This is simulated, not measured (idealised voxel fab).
A process module follows: voxel plated lines.
The cross-section shown here is cut; it is 200 nm wide and divided into square cells measuring 5 nm on a side.
Cross-section = grid of square cells, listed top down in bands; band = one or more rows. Within each band entry, the heights of the top and of the bottom of the band appear first, in that order and in nm; the materials of the band then follow from left to right, each with its corresponding width in nm. The designation "throughout" on a single material indicates that it fills the band from edge to edge; the designation "air" indicates empty space. Counting heights begins at 0, where everything beneath is, in the wafer as received, one material. The lowest band has no bottom; it goes on downwards, as "from 0 down" shows. Graded width ("30 to 40"): value in top row of band = first number; value in bottom row = second number; row-to-row change constant. Reading "no change" for a step: not a cell of the cross-section changed in it. Entry "Enclosed empty spaces". Content: empty spaces with no open connection to the top, size 8 cells or greater. Each: width x height at distance. Distance: from left edge. Unit: nm. Formally, on a step line, whatever follows the settings is a remark that the simulator itself makes on the step. What "overlay nm" on a step's line means: if the step has a mask, that mask lay this far to the right of its planned place, or, when the value is negative, to the left. Reading key. Pairs: pre-step and post-step cross-section, one process step apart; post-step view only to lowest changed band. Step between + settings: beneath pair. Runs: pairs may be from different runs of this module, same starting wafer. Continuation from pair above: only where "Snapshot before" entry says.
# Snapshot before
  from 0 down | Si throughout
  Enclosed empty spaces: none
# Post-Process Section
  from 5 to 0 | SiN throughout
  Whatever lies below 0 is exactly as it was before.
  Enclosed empty spaces: none
Between the two cross-sections shown above lies op CONFORMAL_DEP | material SiN | thk nm 5
Snapshot before: This step starts from the configuration shown after the step in the pair immediately above.
# Post-Process Section
  from 10 to 5 | TiN throughout
  Whatever lies below 5 is exactly as it was before.
  Enclosed empty spaces: none
Between the two cross-sections shown above lies op DIRECTIONAL_DEP | material TiN | thk nm 5
Snapshot before: This step starts from the configuration shown after the step in the pair immediately above.
# Post-Process Section
  from 45 to 10 | resist (40), then air (25), then resist (20), then air (25), then resist (20), then air (25), then resist (45)
  Whatever lies below 10 is exactly as it was before.
  Enclosed empty spaces: none
Between the two cross-sections shown above lies op PATTERN | tone open | mask id LINES | material resist | width nm 25 | pitch nm 45 | thk nm 35 | overlay nm 0
Snapshot before: This step starts from the configuration shown after the step in the pair immediately above.
# Post-Process Section
  from 45 to 15 | resist (40), then air (25), then resist (20), then air (25), then resist (20), then air (25), then resist (45)
  from 15 to 10 | resist (40), then Ru (25), then resist (20), then Ru (25), then resist (20), then Ru (25), then resist (45)
  Whatever lies below 10 is exactly as it was before.
  Enclosed empty spaces: none
Between the two cross-sections shown above lies op EPI | material Ru | thk nm 5
Snapshot before: This step starts from the configuration shown after the step in the pair immediately above.
# Post-Process Section
  from 45 to 20 | resist (40), then air (25), then resist (20), then air (25), then resist (20), then air (25), then resist (45)
  from 20 to 10 | resist (40), then Ru (25), then resist (20), then Ru (25), then resist (20), then Ru (25), then resist (45)
  Whatever lies below 10 is exactly as it was before.
  Enclosed empty spaces: none
Between the two cross-sections shown above lies op EPI | material Ru | thk nm 5
Snapshot before: This step starts from the configuration shown after the step in the pair immediately above.
# Post-Process Section
  from 45 to 30 | resist (40), then air (25), then resist (20), then air (25), then resist (20), then air (25), then resist (45)
  from 30 to 10 | resist (40), then Ru (25), then resist (20), then Ru (25), then resist (20), then Ru (25), then resist (45)
  Whatever lies below 10 is exactly as it was before.
  Enclosed empty spaces: none
Between the two cross-sections shown above lies op EPI | material Ru | thk nm 10
Snapshot before: This step starts from the configuration shown after the step in the pair immediately above.
# Post-Process Section
  from 30 to 10 | air (40), then Ru (25), then air (20), then Ru (25), then air (20), then Ru (25), then air (45)
  Whatever lies below 10 is exactly as it was before.
  Enclosed empty spaces: none
Between the two cross-sections shown above lies op STRIP | etch materials resist
Snapshot before: This step starts from the configuration shown after the step in the pair immediately above.
# Post-Process Section
  from 30 to 10 | air (40), then Ru (25), then air (20), then Ru (25), then air (20), then Ru (25), then air (45)
  from 10 to 5 | air (40), then TiN (25), then air (20), then TiN (25), then air (20), then TiN (25), then air (45)
  Whatever lies below 5 is exactly as it was before.
  Enclosed empty spaces: none
Between the two cross-sections shown above lies op DIRECTIONAL_ETCH | etch materials TiN | depth nm 5
Snapshot before: This step starts from the configuration shown after the step in the pair immediately above.
# Post-Process Section
  from 40 to 30 | air (30), then SiO2 (135), then air (35)
  from 30 to 15 | air (30), then SiO2 (10), then Ru (25), then SiO2 (20), then Ru (25), then SiO2 (20), then Ru (25), then SiO2 (10), then air (35)
  from 15 to 10 | SiO2 (40), then Ru (25), then SiO2 (20), then Ru (25), then SiO2 (20), then Ru (25), then SiO2 (45)
  from 10 to 5 | SiO2 (40), then TiN (25), then SiO2 (20), then TiN (25), then SiO2 (20), then TiN (25), then SiO2 (45)
  Whatever lies below 5 is exactly as it was before.
  Enclosed empty spaces: none
Between the two cross-sections shown above lies op CONFORMAL_DEP | material SiO2 | thk nm 10
# Snapshot before
  from 45 to 20 | resist (40), then air (25), then resist (20), then air (25), then resist (20), then air (25), then resist (45)
  from 20 to 10 | resist (40), then Ru (25), then resist (20), then Ru (25), then resist (20), then Ru (25), then resist (45)
  from 10 to 5 | TiN throughout
  from 5 to 0 | SiN throughout
  from 0 down | Si throughout
  Enclosed empty spaces: none
# Post-Process Section
  from 20 to 10 | air (40), then Ru (25), then air (20), then Ru (25), then air (20), then Ru (25), then air (45)
  Whatever lies below 10 is exactly as it was before.
  Enclosed empty spaces: none
Between the two cross-sections shown above lies op STRIP | etch materials resist
Snapshot before: This step starts from the configuration shown after the step in the pair immediately above.
# Post-Process Section
  from 20 to 10 | air (40), then Ru (25), then air (20), then Ru (25), then air (20), then Ru (25), then air (45)
  from 10 to 5 | air (40), then TiN (25), then air (20), then TiN (25), then air (20), then TiN (25), then air (45)
  Whatever lies below 5 is exactly as it was before.
  Enclosed empty spaces: none
Between the two cross-sections shown above lies op DIRECTIONAL_ETCH | etch materials TiN | depth nm 5
Snapshot before: This step starts from the configuration shown after the step in the pair immediately above.
# Post-Process Section
  from 30 to 20 | air (30), then SiO2 (135), then air (35)
  from 20 to 15 | air (30), then SiO2 (10), then Ru (25), then SiO2 (20), then Ru (25), then SiO2 (20), then Ru (25), then SiO2 (10), then air (35)
  from 15 to 10 | SiO2 (40), then Ru (25), then SiO2 (20), then Ru (25), then SiO2 (20), then Ru (25), then SiO2 (45)
  from 10 to 5 | SiO2 (40), then TiN (25), then SiO2 (20), then TiN (25), then SiO2 (20), then TiN (25), then SiO2 (45)
  Whatever lies below 5 is exactly as it was before.
  Enclosed empty spaces: none
Between the two cross-sections shown above lies op CONFORMAL_DEP | material SiO2 | thk nm 10
# Snapshot before
  from 45 to 30 | resist (40), then air (25), then resist (20), then air (25), then resist (20), then air (25), then resist (45)
  from 30 to 10 | resist (40), then Ru (25), then resist (20), then Ru (25), then resist (20), then Ru (25), then resist (45)
  from 10 to 5 | TiN throughout
  from 5 to 0 | SiN throughout
  from 0 down | Si throughout
  Enclosed empty spaces: none
# Post-Process Section
  from 45 to 40 | resist (40), then air (25), then resist (20), then air (25), then resist (20), then air (25), then resist (45)
  from 40 to 10 | resist (40), then Ru (25), then resist (20), then Ru (25), then resist (20), then Ru (25), then resist (45)
  Whatever lies below 10 is exactly as it was before.
  Enclosed empty spaces: none
Between the two cross-sections shown above lies op EPI | material Ru | thk nm 10
Snapshot before: This step starts from the configuration shown after the step in the pair immediately above.
# Post-Process Section
  from 40 to 10 | air (40), then Ru (25), then air (20), then Ru (25), then air (20), then Ru (25), then air (45)
  Whatever lies below 10 is exactly as it was before.
  Enclosed empty spaces: none
Between the two cross-sections shown above lies op STRIP | etch materials resist
Snapshot before: This step starts from the configuration shown after the step in the pair immediately above.
# Post-Process Section
  from 40 to 10 | air (40), then Ru (25), then air (20), then Ru (25), then air (20), then Ru (25), then air (45)
  from 10 to 5 | air (40), then TiN (25), then air (20), then TiN (25), then air (20), then TiN (25), then air (45)
  Whatever lies below 5 is exactly as it was before.
  Enclosed empty spaces: none
Between the two cross-sections shown above lies op DIRECTIONAL_ETCH | etch materials TiN | depth nm 5
Snapshot before: This step starts from the configuration shown after the step in the pair immediately above.
# Post-Process Section
  from 50 to 40 | air (30), then SiO2 (135), then air (35)
  from 40 to 15 | air (30), then SiO2 (10), then Ru (25), then SiO2 (20), then Ru (25), then SiO2 (20), then Ru (25), then SiO2 (10), then air (35)
  from 15 to 10 | SiO2 (40), then Ru (25), then SiO2 (20), then Ru (25), then SiO2 (20), then Ru (25), then SiO2 (45)
  from 10 to 5 | SiO2 (40), then TiN (25), then SiO2 (20), then TiN (25), then SiO2 (20), then TiN (25), then SiO2 (45)
  Whatever lies below 5 is exactly as it was before.
  Enclosed empty spaces: none
Between the two cross-sections shown above lies op CONFORMAL_DEP | material SiO2 | thk nm 10
# Snapshot before
  from 10 to 5 | TiN throughout
  from 5 to 0 | SiN throughout
  from 0 down | Si throughout
  Enclosed empty spaces: none
# Post-Process Section
  from 15 to 10 | Ru throughout
  Whatever lies below 10 is exactly as it was before.
  Enclosed empty spaces: none
Between the two cross-sections shown above lies op EPI | material Ru | thk nm 5
Snapshot before: This step starts from the configuration shown after the step in the pair immediately above.
# Post-Process Section
  from 50 to 15 | resist (40), then air (25), then resist (20), then air (25), then resist (20), then air (25), then resist (45)
  Whatever lies below 15 is exactly as it was before.
  Enclosed empty spaces: none
Between the two cross-sections shown above lies op PATTERN | tone open | mask id LINES | material resist | width nm 25 | pitch nm 45 | thk nm 35 | overlay nm 0
Snapshot before: This step starts from the configuration shown after the step in the pair immediately above.
# Post-Process Section
  from 50 to 20 | resist (40), then air (25), then resist (20), then air (25), then resist (20), then air (25), then resist (45)
  from 20 to 15 | resist (40), then Ru (25), then resist (20), then Ru (25), then resist (20), then Ru (25), then resist (45)
  Whatever lies below 15 is exactly as it was before.
  Enclosed empty spaces: none
Between the two cross-sections shown above lies op EPI | material Ru | thk nm 5
Snapshot before: This step starts from the configuration shown after the step in the pair immediately above.
# Post-Process Section
  from 50 to 30 | resist (40), then air (25), then resist (20), then air (25), then resist (20), then air (25), then resist (45)
  from 30 to 15 | resist (40), then Ru (25), then resist (20), then Ru (25), then resist (20), then Ru (25), then resist (45)
  Whatever lies below 15 is exactly as it was before.
  Enclosed empty spaces: none
Between the two cross-sections shown above lies op EPI | material Ru | thk nm 10
Snapshot before: This step starts from the configuration shown after the step in the pair immediately above.
# Post-Process Section
  from 30 to 15 | air (40), then Ru (25), then air (20), then Ru (25), then air (20), then Ru (25), then air (45)
  Whatever lies below 15 is exactly as it was before.
  Enclosed empty spaces: none
Between the two cross-sections shown above lies op STRIP | etch materials resist
Snapshot before: This step starts from the configuration shown after the step in the pair immediately above.
# Post-Process Section
  from 40 to 30 | air (30), then SiO2 (135), then air (35)
  from 30 to 25 | air (30), then SiO2 (10), then Ru (25), then SiO2 (20), then Ru (25), then SiO2 (20), then Ru (25), then SiO2 (10), then air (35)
  from 25 to 15 | SiO2 (40), then Ru (25), then SiO2 (20), then Ru (25), then SiO2 (20), then Ru (25), then SiO2 (45)
  Whatever lies below 15 is exactly as it was before.
  Enclosed empty spaces: none
Between the two cross-sections shown above lies op CONFORMAL_DEP | material SiO2 | thk nm 10
# Snapshot before
  from 0 down | Si throughout
  Enclosed empty spaces: none
# Post-Process Section
  from 15 to 0 | SiN throughout
  Whatever lies below 0 is exactly as it was before.
  Enclosed empty spaces: none
Between the two cross-sections shown above lies op CONFORMAL_DEP | material SiN | thk nm 15
Snapshot before: This step starts from the configuration shown after the step in the pair immediately above.
# Post-Process Section
  from 20 to 15 | TiN throughout
  Whatever lies below 15 is exactly as it was before.
  Enclosed empty spaces: none
Between the two cross-sections shown above lies op DIRECTIONAL_DEP | material TiN | thk nm 5
Snapshot before: This step starts from the configuration shown after the step in the pair immediately above.
# Post-Process Section
  from 55 to 20 | resist (40), then air (25), then resist (20), then air (25), then resist (20), then air (25), then resist (45)
  Whatever lies below 20 is exactly as it was before.
  Enclosed empty spaces: none
Between the two cross-sections shown above lies op PATTERN | tone open | mask id LINES | material resist | width nm 25 | pitch nm 45 | thk nm 35 | overlay nm 0
Snapshot before: This step starts from the configuration shown after the step in the pair immediately above.
# Post-Process Section
  from 55 to 25 | resist (40), then air (25), then resist (20), then air (25), then resist (20), then air (25), then resist (45)
  from 25 to 20 | resist (40), then Ru (25), then resist (20), then Ru (25), then resist (20), then Ru (25), then resist (45)
  Whatever lies below 20 is exactly as it was before.
  Enclosed empty spaces: none
Between the two cross-sections shown above lies op EPI | material Ru | thk nm 5
Snapshot before: This step starts from the configuration shown after the step in the pair immediately above.
# Post-Process Section
  from 55 to 30 | resist (40), then air (25), then resist (20), then air (25), then resist (20), then air (25), then resist (45)
  from 30 to 20 | resist (40), then Ru (25), then resist (20), then Ru (25), then resist (20), then Ru (25), then resist (45)
  Whatever lies below 20 is exactly as it was before.
  Enclosed empty spaces: none
Between the two cross-sections shown above lies op EPI | material Ru | thk nm 5
Snapshot before: This step starts from the configuration shown after the step in the pair immediately above.
# Post-Process Section
  from 55 to 40 | resist (40), then air (25), then resist (20), then air (25), then resist (20), then air (25), then resist (45)
  from 40 to 20 | resist (40), then Ru (25), then resist (20), then Ru (25), then resist (20), then Ru (25), then resist (45)
  Whatever lies below 20 is exactly as it was before.
  Enclosed empty spaces: none
Between the two cross-sections shown above lies op EPI | material Ru | thk nm 10
Snapshot before: This step starts from the configuration shown after the step in the pair immediately above.
# Post-Process Section
  from 40 to 20 | air (40), then Ru (25), then air (20), then Ru (25), then air (20), then Ru (25), then air (45)
  Whatever lies below 20 is exactly as it was before.
  Enclosed empty spaces: none
Between the two cross-sections shown above lies op STRIP | etch materials resist
Snapshot before: This step starts from the configuration shown after the step in the pair immediately above.
# Post-Process Section
  from 40 to 20 | air (40), then Ru (25), then air (20), then Ru (25), then air (20), then Ru (25), then air (45)
  from 20 to 15 | air (40), then TiN (25), then air (20), then TiN (25), then air (20), then TiN (25), then air (45)
  Whatever lies below 15 is exactly as it was before.
  Enclosed empty spaces: none
Between the two cross-sections shown above lies op DIRECTIONAL_ETCH | etch materials TiN | depth nm 5
Snapshot before: This step starts from the configuration shown after the step in the pair immediately above.
# Post-Process Section
  from 50 to 40 | air (30), then SiO2 (135), then air (35)
  from 40 to 25 | air (30), then SiO2 (10), then Ru (25), then SiO2 (20), then Ru (25), then SiO2 (20), then Ru (25), then SiO2 (10), then air (35)
  from 25 to 20 | SiO2 (40), then Ru (25), then SiO2 (20), then Ru (25), then SiO2 (20), then Ru (25), then SiO2 (45)
  from 20 to 15 | SiO2 (40), then TiN (25), then SiO2 (20), then TiN (25), then SiO2 (20), then TiN (25), then SiO2 (45)
  Whatever lies below 15 is exactly as it was before.
  Enclosed empty spaces: none
Between the two cross-sections shown above lies op CONFORMAL_DEP | material SiO2 | thk nm 10
# Snapshot before
  from 10 to 5 | TiN throughout
  from 5 to 0 | SiN throughout
  from 0 down | Si throughout
  Enclosed empty spaces: none
# Post-Process Section
  from 45 to 10 | resist (45), then air (15), then resist (30), then air (15), then resist (30), then air (15), then resist (50)
  Whatever lies below 10 is exactly as it was before.
  Enclosed empty spaces: none
Between the two cross-sections shown above lies op PATTERN | tone open | mask id LINES | material resist | width nm 15 | pitch nm 45 | thk nm 35 | overlay nm 0
Snapshot before: This step starts from the configuration shown after the step in the pair immediately above.
# Post-Process Section
  from 45 to 15 | resist (45), then air (15), then resist (30), then air (15), then resist (30), then air (15), then resist (50)
  from 15 to 10 | resist (45), then Ru (15), then resist (30), then Ru (15), then resist (30), then Ru (15), then resist (50)
  Whatever lies below 10 is exactly as it was before.
  Enclosed empty spaces: none
Between the two cross-sections shown above lies op EPI | material Ru | thk nm 5
Snapshot before: This step starts from the configuration shown after the step in the pair immediately above.
# Post-Process Section
  from 45 to 20 | resist (45), then air (15), then resist (30), then air (15), then resist (30), then air (15), then resist (50)
  from 20 to 10 | resist (45), then Ru (15), then resist (30), then Ru (15), then resist (30), then Ru (15), then resist (50)
  Whatever lies below 10 is exactly as it was before.
  Enclosed empty spaces: none
Between the two cross-sections shown above lies op EPI | material Ru | thk nm 5
Snapshot before: This step starts from the configuration shown after the step in the pair immediately above.
# Post-Process Section
  from 45 to 30 | resist (45), then air (15), then resist (30), then air (15), then resist (30), then air (15), then resist (50)
  from 30 to 10 | resist (45), then Ru (15), then resist (30), then Ru (15), then resist (30), then Ru (15), then resist (50)
  Whatever lies below 10 is exactly as it was before.
  Enclosed empty spaces: none
Between the two cross-sections shown above lies op EPI | material Ru | thk nm 10
Snapshot before: This step starts from the configuration shown after the step in the pair immediately above.
# Post-Process Section
  from 30 to 10 | air (45), then Ru (15), then air (30), then Ru (15), then air (30), then Ru (15), then air (50)
  Whatever lies below 10 is exactly as it was before.
  Enclosed empty spaces: none
Between the two cross-sections shown above lies op STRIP | etch materials resist
Snapshot before: This step starts from the configuration shown after the step in the pair immediately above.
# Post-Process Section
  from 30 to 10 | air (45), then Ru (15), then air (30), then Ru (15), then air (30), then Ru (15), then air (50)
  from 10 to 5 | air (45), then TiN (15), then air (30), then TiN (15), then air (30), then TiN (15), then air (50)
  Whatever lies below 5 is exactly as it was before.
  Enclosed empty spaces: none
Between the two cross-sections shown above lies op DIRECTIONAL_ETCH | etch materials TiN | depth nm 5
Snapshot before: This step starts from the configuration shown after the step in the pair immediately above.
# Post-Process Section
  from 40 to 30 | air (35), then SiO2 (35), then air (10), then SiO2 (35), then air (10), then SiO2 (35), then air (40)
  from 30 to 15 | air (35), then SiO2 (10), then Ru (15), then SiO2 (10), then air (10), then SiO2 (10), then Ru (15), then SiO2 (10), then air (10), then SiO2 (10), then Ru (15), then SiO2 (10), then air (40)
  from 15 to 10 | SiO2 (45), then Ru (15), then SiO2 (30), then Ru (15), then SiO2 (30), then Ru (15), then SiO2 (50)
  from 10 to 5 | SiO2 (45), then TiN (15), then SiO2 (30), then TiN (15), then SiO2 (30), then TiN (15), then SiO2 (50)
  Whatever lies below 5 is exactly as it was before.
  Enclosed empty spaces: none
Between the two cross-sections shown above lies op CONFORMAL_DEP | material SiO2 | thk nm 10
# Snapshot before
  from 10 to 5 | TiN throughout
  from 5 to 0 | SiN throughout
  from 0 down | Si throughout
  Enclosed empty spaces: none
# Post-Process Section
  from 45 to 10 | resist (30), then air (25), then resist (20), then air (25), then resist (20), then air (25), then resist (55)
  Whatever lies below 10 is exactly as it was before.
  Enclosed empty spaces: none
Between the two cross-sections shown above lies op PATTERN | tone open | mask id LINES | material resist | width nm 25 | pitch nm 45 | thk nm 35 | overlay nm -10
Snapshot before: This step starts from the configuration shown after the step in the pair immediately above.
# Post-Process Section
  from 45 to 15 | resist (30), then air (25), then resist (20), then air (25), then resist (20), then air (25), then resist (55)
  from 15 to 10 | resist (30), then Ru (25), then resist (20), then Ru (25), then resist (20), then Ru (25), then resist (55)
  Whatever lies below 10 is exactly as it was before.
  Enclosed empty spaces: none
Between the two cross-sections shown above lies op EPI | material Ru | thk nm 5
Snapshot before: This step starts from the configuration shown after the step in the pair immediately above.
# Post-Process Section
  from 45 to 20 | resist (30), then air (25), then resist (20), then air (25), then resist (20), then air (25), then resist (55)
  from 20 to 10 | resist (30), then Ru (25), then resist (20), then Ru (25), then resist (20), then Ru (25), then resist (55)
  Whatever lies below 10 is exactly as it was before.
  Enclosed empty spaces: none
Between the two cross-sections shown above lies op EPI | material Ru | thk nm 5
Snapshot before: This step starts from the configuration shown after the step in the pair immediately above.
# Post-Process Section
  from 45 to 30 | resist (30), then air (25), then resist (20), then air (25), then resist (20), then air (25), then resist (55)
  from 30 to 10 | resist (30), then Ru (25), then resist (20), then Ru (25), then resist (20), then Ru (25), then resist (55)
  Whatever lies below 10 is exactly as it was before.
  Enclosed empty spaces: none
Between the two cross-sections shown above lies op EPI | material Ru | thk nm 10
Snapshot before: This step starts from the configuration shown after the step in the pair immediately above.
# Post-Process Section
  from 30 to 10 | air (30), then Ru (25), then air (20), then Ru (25), then air (20), then Ru (25), then air (55)
  Whatever lies below 10 is exactly as it was before.
  Enclosed empty spaces: none
Between the two cross-sections shown above lies op STRIP | etch materials resist
Snapshot before: This step starts from the configuration shown after the step in the pair immediately above.
# Post-Process Section
  from 30 to 10 | air (30), then Ru (25), then air (20), then Ru (25), then air (20), then Ru (25), then air (55)
  from 10 to 5 | air (30), then TiN (25), then air (20), then TiN (25), then air (20), then TiN (25), then air (55)
  Whatever lies below 5 is exactly as it was before.
  Enclosed empty spaces: none
Between the two cross-sections shown above lies op DIRECTIONAL_ETCH | etch materials TiN | depth nm 5
Snapshot before: This step starts from the configuration shown after the step in the pair immediately above.
# Post-Process Section
  from 40 to 30 | air (20), then SiO2 (135), then air (45)
  from 30 to 15 | air (20), then SiO2 (10), then Ru (25), then SiO2 (20), then Ru (25), then SiO2 (20), then Ru (25), then SiO2 (10), then air (45)
  from 15 to 10 | SiO2 (30), then Ru (25), then SiO2 (20), then Ru (25), then SiO2 (20), then Ru (25), then SiO2 (55)
  from 10 to 5 | SiO2 (30), then TiN (25), then SiO2 (20), then TiN (25), then SiO2 (20), then TiN (25), then SiO2 (55)
  Whatever lies below 5 is exactly as it was before.
  Enclosed empty spaces: none
Between the two cross-sections shown above lies op CONFORMAL_DEP | material SiO2 | thk nm 10
# Snapshot before
  from 30 to 10 | air (40), then Ru (25), then air (20), then Ru (25), then air (20), then Ru (25), then air (45)
  from 10 to 5 | TiN throughout
  from 5 to 0 | SiN throughout
  from 0 down | Si throughout
  Enclosed empty spaces: none
# Post-Process Section
  from 25 to 10 | air (40), then Ru (25), then air (20), then Ru (25), then air (20), then Ru (25), then air (45)
  Whatever lies below 10 is exactly as it was before.
  Enclosed empty spaces: none
Between the two cross-sections shown above lies op DIRECTIONAL_ETCH | etch materials Ru | depth nm 5
Snapshot before: This step starts from the configuration shown after the step in the pair immediately above.
# Post-Process Section
  from 35 to 25 | air (30), then SiO2 (135), then air (35)
  from 25 to 20 | air (30), then SiO2 (10), then Ru (25), then SiO2 (20), then Ru (25), then SiO2 (20), then Ru (25), then SiO2 (10), then air (35)
  from 20 to 10 | SiO2 (40), then Ru (25), then SiO2 (20), then Ru (25), then SiO2 (20), then Ru (25), then SiO2 (45)
  Whatever lies below 10 is exactly as it was before.
  Enclosed empty spaces: none
Between the two cross-sections shown above lies op CONFORMAL_DEP | material SiO2 | thk nm 10
# Snapshot before
  from 10 to 5 | TiN throughout
  from 5 to 0 | SiN throughout
  from 0 down | Si throughout
  Enclosed empty spaces: none
# Post-Process Section
  from 45 to 10 | air (40), then resist (25), then air (20), then resist (25), then air (20), then resist (25), then air (45)
  Whatever lies below 10 is exactly as it was before.
  Enclosed empty spaces: none
Between the two cross-sections shown above lies op PATTERN | tone cover | mask id LINES | material resist | width nm 25 | pitch nm 45 | thk nm 35 | overlay nm 0
Snapshot before: This step starts from the configuration shown after the step in the pair immediately above.
# Post-Process Section
  from 45 to 15 | air (40), then resist (25), then air (20), then resist (25), then air (20), then resist (25), then air (45)
  from 15 to 10 | Ru (40), then resist (25), then Ru (20), then resist (25), then Ru (20), then resist (25), then Ru (45)
  Whatever lies below 10 is exactly as it was before.
  Enclosed empty spaces: none
Between the two cross-sections shown above lies op EPI | material Ru | thk nm 5
Snapshot before: This step starts from the configuration shown after the step in the pair immediately above.
# Post-Process Section
  from 45 to 20 | air (40), then resist (25), then air (20), then resist (25), then air (20), then resist (25), then air (45)
  from 20 to 10 | Ru (40), then resist (25), then Ru (20), then resist (25), then Ru (20), then resist (25), then Ru (45)
  Whatever lies below 10 is exactly as it was before.
  Enclosed empty spaces: none
Between the two cross-sections shown above lies op EPI | material Ru | thk nm 5
Snapshot before: This step starts from the configuration shown after the step in the pair immediately above.
# Post-Process Section
  from 45 to 30 | air (40), then resist (25), then air (20), then resist (25), then air (20), then resist (25), then air (45)
  from 30 to 10 | Ru (40), then resist (25), then Ru (20), then resist (25), then Ru (20), then resist (25), then Ru (45)
  Whatever lies below 10 is exactly as it was before.
  Enclosed empty spaces: none
Between the two cross-sections shown above lies op EPI | material Ru | thk nm 10
Snapshot before: This step starts from the configuration shown after the step in the pair immediately above.
# Post-Process Section
  from 30 to 10 | Ru (40), then air (25), then Ru (20), then air (25), then Ru (20), then air (25), then Ru (45)
  Whatever lies below 10 is exactly as it was before.
  Enclosed empty spaces: none
Between the two cross-sections shown above lies op STRIP | etch materials resist
Snapshot before: This step starts from the configuration shown after the step in the pair immediately above.
# Post-Process Section
  from 30 to 10 | Ru (40), then air (25), then Ru (20), then air (25), then Ru (20), then air (25), then Ru (45)
  from 10 to 5 | TiN (40), then air (25), then TiN (20), then air (25), then TiN (20), then air (25), then TiN (45)
  Whatever lies below 5 is exactly as it was before.
  Enclosed empty spaces: none
Between the two cross-sections shown above lies op DIRECTIONAL_ETCH | etch materials TiN | depth nm 5
Snapshot before: This step starts from the configuration shown after the step in the pair immediately above.
# Post-Process Section
  from 40 to 30 | SiO2 (50), then air (5), then SiO2 (40), then air (5), then SiO2 (40), then air (5), then SiO2 (55)
  from 30 to 15 | Ru (40), then SiO2 (10), then air (5), then SiO2 (10), then Ru (20), then SiO2 (10), then air (5), then SiO2 (10), then Ru (20), then SiO2 (10), then air (5), then SiO2 (10), then Ru (45)
  from 15 to 10 | Ru (40), then SiO2 (25), then Ru (20), then SiO2 (25), then Ru (20), then SiO2 (25), then Ru (45)
  from 10 to 5 | TiN (40), then SiO2 (25), then TiN (20), then SiO2 (25), then TiN (20), then SiO2 (25), then TiN (45)
  Whatever lies below 5 is exactly as it was before.
  Enclosed empty spaces: none
Between the two cross-sections shown above lies op CONFORMAL_DEP | material SiO2 | thk nm 10
